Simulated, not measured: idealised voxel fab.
This is a process module. Its name is voxel wiring stack.
Cross-sectional view cut (width: 190 nm; square cell size: 5 nm).
Think of the cross-section as a grid of square cells. We describe it in bands, top to bottom, and each band covers one or more rows of those cells. Heights first: top, then bottom, in nm. Then materials, left to right, each with a width in nm. "edge to edge" on a single material: fills the band edge to edge. "empty": empty space. All heights in this document are referenced to 0, defined as the level beneath which the wafer, as received, consists entirely of one material. The lowest band is not bounded below; it extends indefinitely downward and is written in the form "z 0 and below". You'd read "30->40" like this: the band's top row of cells is as wide as the first number, its bottom row is as wide as the second, and going down, every row changes width by the same amount as the row before did. No cell of the cross-section changed in a step that is given as "remained the same". This entry, "Enclosed void list", enumerates those empty regions of no fewer than 8 cells that possess no open connection to the top. Each region is reported in the form width x height at distance, the distance being taken from the left edge, with all three quantities expressed in nm. Heads up: the bit after the settings on a step's line is the simulator's remark on that step. The "overlay nm" setting may appear on a step's line; for a step that uses a mask, it gives how far to the right of its planned position the mask lay, and a negative value indicates the left.
Process steps (planned)
1 RECEIVE,material Si
2 CONFORMAL_DEP,material SiO2,thk nm 15
3 CONFORMAL_DEP,material SiCN,thk nm 5
4 DIRECTIONAL_DEP,material lowk,thk nm 15
5 DIRECTIONAL_DEP,material aC,thk nm 15
6 PATTERN,tone open,mask id METAL_1,material resist,width nm 20,pitch nm 35,thk nm 35,overlay nm 0
7 DIRECTIONAL_ETCH,etch materials aC,depth nm 15
8 STRIP,etch materials resist
9 DIRECTIONAL_ETCH,etch materials lowk,depth nm 15
10 DIRECTIONAL_ETCH,etch materials SiCN,depth nm 5
11 STRIP,etch materials aC
12 CONFORMAL_DEP,material TiN,thk nm 5
13 FILL_DEP,material W,thk nm 5
14 CMP,height nm 35
15 CONFORMAL_DEP,material SiCN,thk nm 5
16 DIRECTIONAL_DEP,material lowk,thk nm 15
17 PATTERN,tone open,mask id PLUG_1,material resist,width nm 15,pitch nm 35,thk nm 15,overlay nm 0
18 DIRECTIONAL_ETCH,etch materials lowk,depth nm 15
19 DIRECTIONAL_ETCH,etch materials SiCN,depth nm 5
20 STRIP,etch materials resist
21 EPI,material Ru,thk nm 10
22 EPI,material Ru,thk nm 10
23 DIRECTIONAL_DEP,material TiN,thk nm 5
24 DIRECTIONAL_DEP,material Ru,thk nm 15
25 MASKED_ETCH,tone cover,mask id METAL_2,width nm 20,pitch nm 35,etch materials Ru,depth nm 15,overlay nm 0
26 MASKED_ETCH,tone cover,mask id METAL_2,width nm 20,pitch nm 35,etch materials TiN,depth nm 5,overlay nm 0
27 CONFORMAL_DEP,material SiCN,thk nm 5
28 FILL_DEP,material lowk,thk nm 5
29 CMP,height nm 75
30 CONFORMAL_DEP,material SiCN,thk nm 5
31 DIRECTIONAL_DEP,material lowk,thk nm 30
32 PATTERN,tone open,mask id METAL_3_HOLES,material resist,width nm 15,pitch nm 35,thk nm 15,overlay nm 0
33 DIRECTIONAL_ETCH,etch materials lowk,depth nm 30
34 STRIP,etch materials resist
35 DIRECTIONAL_DEP,material aC,thk nm 15
36 PATTERN,tone open,mask id METAL_3,material resist,width nm 20,pitch nm 35,thk nm 35,overlay nm 0
37 DIRECTIONAL_ETCH,etch materials aC,depth nm 15
38 STRIP,etch materials resist
39 DIRECTIONAL_ETCH,etch materials lowk,depth nm 15
40 DIRECTIONAL_ETCH,etch materials SiCN,depth nm 5
41 STRIP,etch materials aC
42 CONFORMAL_DEP,material TiN,thk nm 5
43 FILL_DEP,material Ru,thk nm 10
44 CMP,height nm 110
45 CONFORMAL_DEP,material SiCN,thk nm 5
Wafer at receipt (post step 1), cross-section
* z 0 and below: Si edge to edge
* Enclosed void list: none
Run as planned - first of the two wafers cross-sectioned at the end of the module
* z 115 to 110: SiCN edge to edge
* z 110 to 100: lowk 65, TiN 5, Ru 10, TiN 5, lowk 15, TiN 5, Ru 10, TiN 5, lowk 70
* z 100 to 95: lowk 65, TiN 5, Ru 5, TiN 10, lowk 15, TiN 5, Ru 5, TiN 10, lowk 70
* z 95 to 80: lowk 65, TiN 5, Ru 5, TiN 5, lowk 20, TiN 5, Ru 5, TiN 5, lowk 75
* z 80 to 75: SiCN 65, TiN 15, SiCN 20, TiN 15, SiCN 75
* z 75 to 60: lowk 60, SiCN 5, Ru 20, SiCN 5, lowk 5, SiCN 5, Ru 20, SiCN 5, lowk 65
* z 60 to 55: SiCN 65, TiN 20, SiCN 15, TiN 20, SiCN 70
* z 55 to 40: lowk 65, Ru 15, lowk 20, Ru 15, lowk 75
* z 40 to 35: SiCN 65, Ru 15, SiCN 20, Ru 15, SiCN 75
* z 35 to 20: lowk 65, TiN 5, W 10, TiN 5, lowk 15, TiN 5, W 10, TiN 5, lowk 70
* z 20 to 15: SiCN 65, TiN 20, SiCN 15, TiN 20, SiCN 70
* z 15 to 0: SiO2 edge to edge
* z 0 and below: Si edge to edge
* Enclosed void list: none
Cross-sectional image of the second wafer of the two following completion of the module. Starting state and process plan were the same as for the first wafer; one execution error occurred
* z 115 to 110: SiCN edge to edge
* z 110 to 100: lowk 65, TiN 5, Ru 10, TiN 5, lowk 15, TiN 5, Ru 10, TiN 5, lowk 70
* z 100 to 95: lowk 65, TiN 5, Ru 5, TiN 10, lowk 15, TiN 5, Ru 5, TiN 10, lowk 70
* z 95 to 80: lowk 65, TiN 5, Ru 5, TiN 5, lowk 20, TiN 5, Ru 5, TiN 5, lowk 75
* z 80 to 75: SiCN 65, TiN 15, SiCN 20, TiN 15, SiCN 75
* z 75 to 60: lowk 60, SiCN 5, Ru 20, SiCN 5, lowk 5, SiCN 5, Ru 20, SiCN 5, lowk 65
* z 60 to 55: SiCN 65, TiN 20, SiCN 15, TiN 20, SiCN 70
* z 55 to 40: lowk 65, Ru 15, lowk 20, Ru 15, lowk 75
* z 40 to 35: SiCN 65, Ru 15, SiCN 20, Ru 15, SiCN 75
* z 35 to 25: lowk 65, TiN 5, W 10, TiN 5, lowk 15, TiN 5, W 10, TiN 5, lowk 70
* z 25 to 20: lowk 65, TiN 20, lowk 15, TiN 20, lowk 70
* z 20 to 15: W edge to edge
* z 15 to 0: SiO2 edge to edge
* z 0 and below: Si edge to edge
* Enclosed void list: none
Run error: the process deviated at step 3: the operation and settings actually run there were CONFORMAL_DEP,material W,thk nm 5
Bottom line after processing is that, in cells, the second wafer is up or down on some materials versus the first: 30 fewer of SiCN | 4 fewer of TiN | 34 more of W
